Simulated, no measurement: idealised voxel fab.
process module | voxel tone inversion
cross-section cut | 150 nm wide | cells 5 nm
A cross-section is a grid of square cells, given in bands from the top down. A band is one or more rows of cells.
Each band's line starts with the height of the band's top and of its bottom, in nm. Then come its materials from left to right, each with its width in nm. One material with "throughout" fills the band from edge to edge. "air" is empty space.
Height 0 is the level under which the wafer as received is all one material. The lowest band goes on downwards, as in "0 down".
A width such as "30 to 40" changes by the same amount from each row of cells to the next, from the band's top row to its bottom row.
"no change" after a step means that no cell of the cross-section changed.
closed voids: empty space of 8 cells or more with no open way to the top, each as width x height at its distance from the left edge, in nm
after a step's settings: what the simulator itself notes on the step
overlay nm, on a step with a mask: how far to the right of its planned place the mask lay; to the left if negative
Each pair below shows a cross-section before one step and the cross-section after it, down to the lowest band that changed. The line under each pair gives the step between them, with its settings. The pairs can come from different runs of this module on the same starting wafer, so a pair continues from the pair above only where its "before" says so.
before
  0 down: Si throughout
  closed voids: none
after
  5 to 0: SiCN throughout
  below 0: unchanged
  closed voids: none
the step between: op CONFORMAL_DEP | material SiCN | thk nm 5
before: the cross-section after the pair above
after
  25 to 5: polySi throughout
  below 5: unchanged
  closed voids: none
the step between: op DIRECTIONAL_DEP | material polySi | thk nm 20
before: the cross-section after the pair above
after
  50 to 25: air 50 | resist 15 | air 15 | resist 15 | air 55
  below 25: unchanged
  closed voids: none
the step between: op PATTERN | tone cover | mask id POSTS | material resist | width nm 15 | pitch nm 30 | thk nm 25 | overlay nm 0
before: the cross-section after the pair above
after
  50 to 25: air 50 | resist 15 | air 15 | resist 15 | air 55
  25 to 5: air 50 | polySi 15 | air 15 | polySi 15 | air 55
  below 5: unchanged
  closed voids: none
the step between: op DIRECTIONAL_ETCH | etch materials polySi | depth nm 20
before: the cross-section after the pair above
after
  25 to 5: air 50 | polySi 15 | air 15 | polySi 15 | air 55
  below 5: unchanged
  closed voids: none
the step between: op STRIP | etch materials resist
before: the cross-section after the pair above
after
  35 to 25: lowk throughout
  25 to 5: lowk 50 | polySi 15 | lowk 15 | polySi 15 | lowk 55
  below 5: unchanged
  closed voids: none
the step between: op FILL_DEP | material lowk | thk nm 10
before: the cross-section after the pair above
after
  25 to 5: lowk 50 | polySi 15 | lowk 15 | polySi 15 | lowk 55
  below 5: unchanged
  closed voids: none
the step between: op CMP | height nm 25
before: the cross-section after the pair above
after
  25 to 5: lowk 50 | air 15 | lowk 15 | air 15 | lowk 55
  below 5: unchanged
  closed voids: none
the step between: op STRIP | etch materials polySi
before: the cross-section after the pair above
after
  30 to 25: TiN 55 | air 5 | TiN 25 | air 5 | TiN 60
  25 to 10: lowk 50 | TiN 5 | air 5 | TiN 5 | lowk 15 | TiN 5 | air 5 | TiN 5 | lowk 55
  10 to 5: lowk 50 | TiN 15 | lowk 15 | TiN 15 | lowk 55
  below 5: unchanged
  closed voids: none
the step between: op CONFORMAL_DEP | material TiN | thk nm 5
before: the cross-section after the pair above
after
  35 to 30: W throughout
  30 to 25: TiN 55 | W 5 | TiN 25 | W 5 | TiN 60
  25 to 10: lowk 50 | TiN 5 | W 5 | TiN 5 | lowk 15 | TiN 5 | W 5 | TiN 5 | lowk 55
  below 10: unchanged
  closed voids: none
the step between: op FILL_DEP | material W | thk nm 5
before: the cross-section after the pair above
after
  25 to 10: lowk 50 | TiN 5 | W 5 | TiN 5 | lowk 15 | TiN 5 | W 5 | TiN 5 | lowk 55
  below 10: unchanged
  closed voids: none
the step between: op CMP | height nm 25
before: the cross-section after the pair above
after
  30 to 25: SiCN throughout
  below 25: unchanged
  closed voids: none
the step between: op CONFORMAL_DEP | material SiCN | thk nm 5
before
  0 down: Si throughout
  closed voids: none
after
  20 to 0: polySi throughout
  below 0: unchanged
  closed voids: none
the step between: op DIRECTIONAL_DEP | material polySi | thk nm 20
before: the cross-section after the pair above
after
  45 to 20: air 50 | resist 15 | air 15 | resist 15 | air 55
  below 20: unchanged
  closed voids: none
the step between: op PATTERN | tone cover | mask id POSTS | material resist | width nm 15 | pitch nm 30 | thk nm 25 | overlay nm 0
before: the cross-section after the pair above
after
  45 to 20: air 50 | resist 15 | air 15 | resist 15 | air 55
  20 to 0: air 50 | polySi 15 | air 15 | polySi 15 | air 55
  below 0: unchanged
  closed voids: none
the step between: op DIRECTIONAL_ETCH | etch materials polySi | depth nm 20
before: the cross-section after the pair above
after
  20 to 0: air 50 | polySi 15 | air 15 | polySi 15 | air 55
  below 0: unchanged
  closed voids: none
the step between: op STRIP | etch materials resist
before: the cross-section after the pair above
after
  30 to 20: lowk throughout
  20 to 0: lowk 50 | polySi 15 | lowk 15 | polySi 15 | lowk 55
  below 0: unchanged
  closed voids: none
the step between: op FILL_DEP | material lowk | thk nm 10
before: the cross-section after the pair above
after
  25 to 20: lowk throughout
  below 20: unchanged
  closed voids: none
the step between: op CMP | height nm 25
before: the cross-section after the pair above
after
  30 to 25: TiN throughout
  below 25: unchanged
  closed voids: none
the step between: op CONFORMAL_DEP | material TiN | thk nm 5
before: the cross-section after the pair above
after
  35 to 30: W throughout
  below 30: unchanged
  closed voids: none
the step between: op FILL_DEP | material W | thk nm 5
before: the cross-section after the pair above
after
  25 to 20: lowk throughout
  below 20: unchanged
  closed voids: none
the step between: op CMP | height nm 25
before: the cross-section after the pair above
after
  30 to 25: SiCN throughout
  below 25: unchanged
  closed voids: none
the step between: op CONFORMAL_DEP | material SiCN | thk nm 5
before
  20 to 0: polySi throughout
  0 down: Si throughout
  closed voids: none
after
  25 to 20: SiCN throughout
  below 20: unchanged
  closed voids: none
the step between: op CONFORMAL_DEP | material SiCN | thk nm 5
before: the cross-section after the pair above
after
  50 to 25: air 50 | resist 15 | air 15 | resist 15 | air 55
  below 25: unchanged
  closed voids: none
the step between: op PATTERN | tone cover | mask id POSTS | material resist | width nm 15 | pitch nm 30 | thk nm 25 | overlay nm 0
before: the cross-section after the pair above
after
  25 to 20: SiCN throughout
  below 20: unchanged
  closed voids: none
the step between: op STRIP | etch materials resist
before: the cross-section after the pair above
after
  35 to 25: lowk throughout
  below 25: unchanged
  closed voids: none
the step between: op FILL_DEP | material lowk | thk nm 10
before: the cross-section after the pair above
after
  25 to 20: SiCN throughout
  below 20: unchanged
  closed voids: none
the step between: op CMP | height nm 25
before: the cross-section after the pair above
after
  30 to 25: TiN throughout
  below 25: unchanged
  closed voids: none
the step between: op CONFORMAL_DEP | material TiN | thk nm 5
before: the cross-section after the pair above
after
  35 to 30: W throughout
  below 30: unchanged
  closed voids: none
the step between: op FILL_DEP | material W | thk nm 5
before: the cross-section after the pair above
after
  25 to 20: SiCN throughout
  below 20: unchanged
  closed voids: none
the step between: op CMP | height nm 25
before: the cross-section after the pair above
after
  30 to 20: SiCN throughout
  below 20: unchanged
  closed voids: none
the step between: op CONFORMAL_DEP | material SiCN | thk nm 5
before
  35 to 30: W throughout
  30 to 25: TiN 55 | W 5 | TiN 25 | W 5 | TiN 60
  25 to 10: lowk 50 | TiN 5 | W 5 | TiN 5 | lowk 15 | TiN 5 | W 5 | TiN 5 | lowk 55
  10 to 5: lowk 50 | TiN 15 | lowk 15 | TiN 15 | lowk 55
  5 to 0: SiCN throughout
  0 down: Si throughout
  closed voids: none
after
  20 to 10: lowk 50 | TiN 5 | W 5 | TiN 5 | lowk 15 | TiN 5 | W 5 | TiN 5 | lowk 55
  below 10: unchanged
  closed voids: none
the step between: op CMP | height nm 20
before: the cross-section after the pair above
after
  25 to 20: SiCN throughout
  below 20: unchanged
  closed voids: none
the step between: op CONFORMAL_DEP | material SiCN | thk nm 5
before
  25 to 5: polySi throughout
  5 to 0: SiCN throughout
  0 down: Si throughout
  closed voids: none
after
  50 to 25: air 45 | resist 15 | air 15 | resist 15 | air 60
  below 25: unchanged
  closed voids: none
the step between: op PATTERN | tone cover | mask id POSTS | material resist | width nm 15 | pitch nm 30 | thk nm 25 | overlay nm -5
before: the cross-section after the pair above
after
  50 to 25: air 45 | resist 15 | air 15 | resist 15 | air 60
  25 to 5: air 45 | polySi 15 | air 15 | polySi 15 | air 60
  below 5: unchanged
  closed voids: none
the step between: op DIRECTIONAL_ETCH | etch materials polySi | depth nm 20
before: the cross-section after the pair above
after
  25 to 5: air 45 | polySi 15 | air 15 | polySi 15 | air 60
  below 5: unchanged
  closed voids: none
the step between: op STRIP | etch materials resist
before: the cross-section after the pair above
after
  35 to 25: lowk throughout
  25 to 5: lowk 45 | polySi 15 | lowk 15 | polySi 15 | lowk 60
  below 5: unchanged
  closed voids: none
the step between: op FILL_DEP | material lowk | thk nm 10
before: the cross-section after the pair above
after
  25 to 5: lowk 45 | polySi 15 | lowk 15 | polySi 15 | lowk 60
  below 5: unchanged
  closed voids: none
the step between: op CMP | height nm 25
before: the cross-section after the pair above
after
  25 to 5: lowk 45 | air 15 | lowk 15 | air 15 | lowk 60
  below 5: unchanged
  closed voids: none
the step between: op STRIP | etch materials polySi
before: the cross-section after the pair above
after
  30 to 25: TiN 50 | air 5 | TiN 25 | air 5 | TiN 65
  25 to 10: lowk 45 | TiN 5 | air 5 | TiN 5 | lowk 15 | TiN 5 | air 5 | TiN 5 | lowk 60
  10 to 5: lowk 45 | TiN 15 | lowk 15 | TiN 15 | lowk 60
  below 5: unchanged
  closed voids: none
the step between: op CONFORMAL_DEP | material TiN | thk nm 5
before: the cross-section after the pair above
after
  35 to 30: W throughout
  30 to 25: TiN 50 | W 5 | TiN 25 | W 5 | TiN 65
  25 to 10: lowk 45 | TiN 5 | W 5 | TiN 5 | lowk 15 | TiN 5 | W 5 | TiN 5 | lowk 60
  below 10: unchanged
  closed voids: none
the step between: op FILL_DEP | material W | thk nm 5
before: the cross-section after the pair above
after
  25 to 10: lowk 45 | TiN 5 | W 5 | TiN 5 | lowk 15 | TiN 5 | W 5 | TiN 5 | lowk 60
  below 10: unchanged
  closed voids: none
the step between: op CMP | height nm 25
before: the cross-section after the pair above
after
  30 to 25: SiCN throughout
  below 25: unchanged
  closed voids: none
the step between: op CONFORMAL_DEP | material SiCN | thk nm 5
before
  30 to 25: TiN 55 | air 5 | TiN 25 | air 5 | TiN 60
  25 to 10: lowk 50 | TiN 5 | air 5 | TiN 5 | lowk 15 | TiN 5 | air 5 | TiN 5 | lowk 55
  10 to 5: lowk 50 | TiN 15 | lowk 15 | TiN 15 | lowk 55
  5 to 0: SiCN throughout
  0 down: Si throughout
  closed voids: none
after
  35 to 30: polySi throughout
  30 to 25: TiN 55 | polySi 5 | TiN 25 | polySi 5 | TiN 60
  25 to 10: lowk 50 | TiN 5 | polySi 5 | TiN 5 | lowk 15 | TiN 5 | polySi 5 | TiN 5 | lowk 55
  below 10: unchanged
  closed voids: none
the step between: op FILL_DEP | material polySi | thk nm 5
before: the cross-section after the pair above
after
  25 to 10: lowk 50 | TiN 5 | polySi 5 | TiN 5 | lowk 15 | TiN 5 | polySi 5 | TiN 5 | lowk 55
  below 10: unchanged
  closed voids: none
the step between: op CMP | height nm 25
before: the cross-section after the pair above
after
  30 to 25: SiCN throughout
  below 25: unchanged
  closed voids: none
the step between: op CONFORMAL_DEP | material SiCN | thk nm 5
before
  25 to 5: polySi throughout
  5 to 0: SiCN throughout
  0 down: Si throughout
  closed voids: none
after
  50 to 25: resist 50 | air 15 | resist 15 | air 15 | resist 55
  below 25: unchanged
  closed voids: none
the step between: op PATTERN | tone open | mask id POSTS | material resist | width nm 15 | pitch nm 30 | thk nm 25 | overlay nm 0
before: the cross-section after the pair above
after
  50 to 25: resist 50 | air 15 | resist 15 | air 15 | resist 55
  25 to 5: polySi 50 | air 15 | polySi 15 | air 15 | polySi 55
  below 5: unchanged
  closed voids: none
the step between: op DIRECTIONAL_ETCH | etch materials polySi | depth nm 20
before: the cross-section after the pair above
after
  25 to 5: polySi 50 | air 15 | polySi 15 | air 15 | polySi 55
  below 5: unchanged
  closed voids: none
the step between: op STRIP | etch materials resist
before: the cross-section after the pair above
after
  35 to 25: lowk throughout
  25 to 5: polySi 50 | lowk 15 | polySi 15 | lowk 15 | polySi 55
  below 5: unchanged
  closed voids: none
the step between: op FILL_DEP | material lowk | thk nm 10
before: the cross-section after the pair above
after
  25 to 5: polySi 50 | lowk 15 | polySi 15 | lowk 15 | polySi 55
  below 5: unchanged
  closed voids: none
the step between: op CMP | height nm 25
before: the cross-section after the pair above
after
  25 to 5: air 50 | lowk 15 | air 15 | lowk 15 | air 55
  below 5: unchanged
  closed voids: none
the step between: op STRIP | etch materials polySi
before: the cross-section after the pair above
after
  30 to 25: air 45 | TiN 25 | air 5 | TiN 25 | air 50
  25 to 10: air 45 | TiN 5 | lowk 15 | TiN 5 | air 5 | TiN 5 | lowk 15 | TiN 5 | air 50
  10 to 5: TiN 50 | lowk 15 | TiN 15 | lowk 15 | TiN 55
  below 5: unchanged
  closed voids: none
the step between: op CONFORMAL_DEP | material TiN | thk nm 5
before: the cross-section after the pair above
after
  35 to 30: W throughout
  30 to 25: W 45 | TiN 25 | W 5 | TiN 25 | W 50
  25 to 10: W 45 | TiN 5 | lowk 15 | TiN 5 | W 5 | TiN 5 | lowk 15 | TiN 5 | W 50
  below 10: unchanged
  closed voids: none
the step between: op FILL_DEP | material W | thk nm 5
before: the cross-section after the pair above
after
  25 to 10: W 45 | TiN 5 | lowk 15 | TiN 5 | W 5 | TiN 5 | lowk 15 | TiN 5 | W 50
  below 10: unchanged
  closed voids: none
the step between: op CMP | height nm 25
before: the cross-section after the pair above
after
  30 to 25: SiCN throughout
  below 25: unchanged
  closed voids: none
the step between: op CONFORMAL_DEP | material SiCN | thk nm 5
